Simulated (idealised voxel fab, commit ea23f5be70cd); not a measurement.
This section sets out a process module, namely voxel transistor to metal.
We display cut, a cross-section 290 nm in width whose square cells are each 5 nm.
A cross-section is a grid of square cells, given in bands from the top down. A band is one or more rows of cells. First you get the band's top height and its bottom height, in nm, and then the materials it's made of, left to right, with each width in nm. If you see a single material with "throughout", that one covers the band edge to edge. "empty" is empty space. Where do heights start? At 0: under that level the wafer as delivered is made of one material only. And the lowest band has no floor; it just carries on downward, as in "from 0 down". A width such as "30..40" changes by the same amount from each row of cells to the next, from the band's top row to its bottom row. No cell of the cross-section changed in a step that is given as "same as before". Each empty space that has no open way to the top and spans at least 8 cells appears under "Voids, sealed" as width x height at distance, the distance counted from the left edge, all in nm. Text after the settings on a step's line: the simulator's own remark on that step. When a step includes a mask, the "overlay nm" setting on its line states how far to the right of its planned place that mask lay, and negative values state how far to the left. Quick note on how to read the rest: it's all pairs. You get the cross-section before a process step and the one after, but the after one only goes down as far as the lowest band that changed. The step in between, with its settings, sits under the pair. Heads up, the pairs can come from different runs of this module on the same starting wafer, so don't assume a pair picks up from the one above unless its "Pre-step cross-section" entry says it does.
### Pre-step cross-section
    from 115 to 100: aC throughout
    from 100 to 70: lowk throughout
    from 70 to 65: SiCN throughout
    from 65 to 45: 45 lowk / 5 TiN / 10 Cu / 5 TiN / 45 lowk / 5 TiN / 10 Cu / 5 TiN / 30 lowk / 5 TiN / 10 Cu / 5 TiN / 45 lowk / 5 TiN / 10 Cu / 5 TiN / 45 lowk
    from 45 to 40: 45 SiN / 20 TiN / 45 SiN / 20 TiN / 30 SiN / 20 TiN / 45 SiN / 20 TiN / 45 SiN
    from 40 to 25: 45 SiO2 / 5 TiN / 10 W / 5 TiN / 45 SiO2 / 5 TiN / 10 W / 5 TiN / 30 SiO2 / 5 TiN / 10 W / 5 TiN / 45 SiO2 / 5 TiN / 10 W / 5 TiN / 45 SiO2
    from 25 to 15: 45 SiO2 / 5 TiN / 10 W / 5 TiN / 10 SiN / 5 SiO2 / 15 SiCN / 5 SiO2 / 10 SiN / 5 TiN / 10 W / 5 TiN / 30 SiO2 / 5 TiN / 10 W / 5 TiN / 10 SiN / 5 SiO2 / 15 SiCN / 5 SiO2 / 10 SiN / 5 TiN / 10 W / 5 TiN / 45 SiO2
    from 15 to 5: 45 SiO2 / 5 TiN / 10 W / 5 TiN / 10 SiN / 5 SiO2 / 15 polySi / 5 SiO2 / 10 SiN / 5 TiN / 10 W / 5 TiN / 30 SiO2 / 5 TiN / 10 W / 5 TiN / 10 SiN / 5 SiO2 / 15 polySi / 5 SiO2 / 10 SiN / 5 TiN / 10 W / 5 TiN / 45 SiO2
    from 5 to 0: 45 SiO2 / 20 TiN / 10 SiN / 5 SiO2 / 15 polySi / 5 SiO2 / 10 SiN / 20 TiN / 30 SiO2 / 20 TiN / 10 SiN / 5 SiO2 / 15 polySi / 5 SiO2 / 10 SiN / 20 TiN / 45 SiO2
    from 0 to -5: 40 SiO2 / 10 SiN / 15 nSi / 10 SiN / 5 SiO2 / 15 polySi / 5 SiO2 / 10 SiN / 15 nSi / 10 SiN / 20 SiO2 / 10 SiN / 15 nSi / 10 SiN / 5 SiO2 / 15 polySi / 5 SiO2 / 10 SiN / 15 nSi / 10 SiN / 40 SiO2
    from -5 to -10: 50 SiO2 / 15 nSi / 45 SiO2 / 15 nSi / 40 SiO2 / 15 nSi / 45 SiO2 / 15 nSi / 50 SiO2
    from -10 to -20: 40 SiO2 / 10 Si / 15 nSi / 45 Si / 15 nSi / 10 Si / 20 SiO2 / 10 Si / 15 nSi / 45 Si / 15 nSi / 10 Si / 40 SiO2
    from -20 to -40: 40 SiO2 / 95 Si / 20 SiO2 / 95 Si / 40 SiO2
    from -40 down: Si throughout
    Voids, sealed: none
### Step Outcome
    from 150 to 115: 45 empty / 20 resist / 95 empty / 20 resist / 110 empty
    Anything lower than 115 is untouched.
    Voids, sealed: none
The process step bridging the two cross-sections above: PATTERN with tone cover, mask id METAL_2, material resist, width nm 20, pitch nm 115, thk nm 35, overlay nm 0
Pre-step cross-section: The cross-section prior to this step is the one presented after the step of the pair immediately above.
### Step Outcome
    from 135 to 115: 45 empty / 20 resist / 95 empty / 20 resist / 110 empty
    from 115 to 100: 45 empty / 20 aC / 95 empty / 20 aC / 110 empty
    Anything lower than 100 is untouched.
    Voids, sealed: none
The process step bridging the two cross-sections above: DIRECTIONAL_ETCH with etch materials aC, depth nm 15
Pre-step cross-section: The cross-section prior to this step is the one presented after the step of the pair immediately above.
### Step Outcome
    from 115 to 100: 45 empty / 20 aC / 95 empty / 20 aC / 110 empty
    Anything lower than 100 is untouched.
    Voids, sealed: none
The process step bridging the two cross-sections above: STRIP with etch materials resist
Pre-step cross-section: The cross-section prior to this step is the one presented after the step of the pair immediately above.
### Step Outcome
    from 115 to 100: 45 empty / 20 aC / 95 empty / 20 aC / 110 empty
    from 100 to 80: 45 empty / 20 lowk / 95 empty / 20 lowk / 110 empty
    Anything lower than 80 is untouched.
    Voids, sealed: none
The process step bridging the two cross-sections above: DIRECTIONAL_ETCH with etch materials lowk, depth nm 20
Pre-step cross-section: The cross-section prior to this step is the one presented after the step of the pair immediately above.
### Step Outcome
    from 100 to 80: 45 empty / 20 lowk / 95 empty / 20 lowk / 110 empty
    Anything lower than 80 is untouched.
    Voids, sealed: none
The process step bridging the two cross-sections above: STRIP with etch materials aC
Pre-step cross-section: The cross-section prior to this step is the one presented after the step of the pair immediately above.
### Step Outcome
    from 100 to 90: 60 empty / 5 lowk / 110 empty / 5 lowk / 110 empty
    Anything lower than 90 is untouched.
    Voids, sealed: none
The process step bridging the two cross-sections above: MASKED_ETCH with tone open, mask id METAL_2_HOLES, width nm 15, pitch nm 115, etch materials lowk, depth nm 10, overlay nm 0
Pre-step cross-section: The cross-section prior to this step is the one presented after the step of the pair immediately above.
### Step Outcome
    from 105 to 100: 55 empty / 15 TiN / 100 empty / 15 TiN / 105 empty
    from 100 to 90: 55..40 empty / 5..20 TiN / 5 lowk / 5 TiN / 100..85 empty / 5..20 TiN / 5 lowk / 5 TiN / 105 empty
    from 90 to 85: 40 empty / 5 TiN / 20 lowk / 5 TiN / 85 empty / 5 TiN / 20 lowk / 5 TiN / 105 empty
    from 85 to 80: 45 TiN / 20 lowk / 95 TiN / 20 lowk / 110 TiN
    Anything lower than 80 is untouched.
    Voids, sealed: none
The process step bridging the two cross-sections above: CONFORMAL_DEP with material TiN, thk nm 5
Pre-step cross-section: The cross-section prior to this step is the one presented after the step of the pair immediately above.
### Step Outcome
    from 110 to 105: Cu throughout
    from 105 to 100: 55 Cu / 15 TiN / 100 Cu / 15 TiN / 105 Cu
    from 100 to 90: 55..40 Cu / 5..20 TiN / 5 lowk / 5 TiN / 100..85 Cu / 5..20 TiN / 5 lowk / 5 TiN / 105 Cu
    from 90 to 85: 40 Cu / 5 TiN / 20 lowk / 5 TiN / 85 Cu / 5 TiN / 20 lowk / 5 TiN / 105 Cu
    Anything lower than 85 is untouched.
    Voids, sealed: none
The process step bridging the two cross-sections above: FILL_DEP with material Cu, thk nm 5
Pre-step cross-section: The cross-section prior to this step is the one presented after the step of the pair immediately above.
### Step Outcome
    from 100 to 90: 55..40 Cu / 5..20 TiN / 5 lowk / 5 TiN / 100..85 Cu / 5..20 TiN / 5 lowk / 5 TiN / 105 Cu
    Anything lower than 90 is untouched.
    Voids, sealed: none
The process step bridging the two cross-sections above: CMP with height nm 100
Pre-step cross-section: The cross-section prior to this step is the one presented after the step of the pair immediately above.
### Step Outcome
    from 105 to 100: SiCN throughout
    Anything lower than 100 is untouched.
    Voids, sealed: none
The process step bridging the two cross-sections above: CONFORMAL_DEP with material SiCN, thk nm 5
